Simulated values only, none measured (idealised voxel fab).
The document below concerns the process module designated voxel spacer lines.
We display cut, a cross-section 160 nm in width whose square cells are each 5 nm.
For the purposes of this document, a cross-section shall be understood as a grid of square cells, specified as bands listed in top-to-bottom order, each band consisting of one or more rows of cells.
Basically the band line says how high the top is and how high the bottom is, in nm, and then what's in it from left to right, every material with its width in nm. Empty space shows up as "empty", and if a single material carries "everywhere" it runs the full band edge to edge.
The reference from which all heights are counted is 0, the level beneath which the as-received wafer is entirely one material; the lowest band, having no lower bound, proceeds downward and is written after the example "0 nm and below".
A width given as "30 to 40" starts at the first number in the band's top row and ends at the second number in its bottom row, shifting by an equal amount at every step from row to row.
Step note "all unchanged" = no cross-section cell changed.
What "Closed-off voids" gives you is every empty space of 8 cells or more that is cut off from the top. Each appears as width x height at distance, with the distance taken from the left edge and width, height and distance all in nm.
On a step's line, text after the settings is the simulator commenting on that step.
Among the settings permitted on a step's line is "overlay nm"; applied to a step with a mask, it specifies the extent to which the mask lay to the right of its planned position, whereas a negative figure signifies a position to the left.

List of planned process steps
1 RECEIVE (material Si)
2 CONFORMAL_DEP (material Al2O3; thk nm 5)
3 DIRECTIONAL_DEP (material TiN; thk nm 15)
4 DIRECTIONAL_DEP (material polySi; thk nm 20)
5 PATTERN (tone cover; mask id MANDREL; material resist; width nm 25; pitch nm 80; thk nm 30; overlay nm -10)
6 DIRECTIONAL_ETCH (etch materials polySi; depth nm 20)
7 STRIP (etch materials resist)
8 CONFORMAL_DEP (material SiO2; thk nm 15)
9 DIRECTIONAL_ETCH (etch materials SiO2; depth nm 15)
10 STRIP (etch materials polySi)
11 DIRECTIONAL_ETCH (etch materials TiN; depth nm 15)
12 STRIP (etch materials SiO2)
13 FILL_DEP (material lowk; thk nm 10)
14 CMP (height nm 20)
Where the wafers of this document differ is in the overlay nm of step 5; they start out the same, and the plan states the value that applied to the first wafer.

The as-received cross-section of the first of several wafers corresponds to the state after step 1
    0 nm and below  Si everywhere
    Closed-off voids: none

Here's the first of several wafers in cross-section, end of the module, after the last step, step 14
    20 nm to 5 nm  TiN (15) / lowk (25) / TiN (15) / lowk (25) / TiN (15) / lowk (25) / TiN (15) / lowk (25)
    5 nm to 0 nm  Al2O3 everywhere
    0 nm and below  Si everywhere
    Closed-off voids: none

Wafer cross-section (last wafer, module end)
    20 nm to 5 nm  lowk (25) / TiN (15) / lowk (25) / TiN (15) / lowk (25) / TiN (15) / lowk (25) / TiN (15)
    5 nm to 0 nm  Al2O3 everywhere
    0 nm and below  Si everywhere
    Closed-off voids: none

Per-wafer rows below. For each material: cells gained (+) or lost (-) since the wafer was received, as of end of module. Then: closed voids
overlay nm -10, +32 Al2O3, +36 TiN, +60 lowk, Closed-off voids: none
overlay nm -5, +32 Al2O3, +36 TiN, +60 lowk, Closed-off voids: none
overlay nm 0, +32 Al2O3, +36 TiN, +60 lowk, Closed-off voids: none
overlay nm 5, +32 Al2O3, +36 TiN, +60 lowk, Closed-off voids: none
overlay nm 10, +32 Al2O3, +36 TiN, +60 lowk, Closed-off voids: none
overlay nm 15, +32 Al2O3, +36 TiN, +60 lowk, Closed-off voids: none
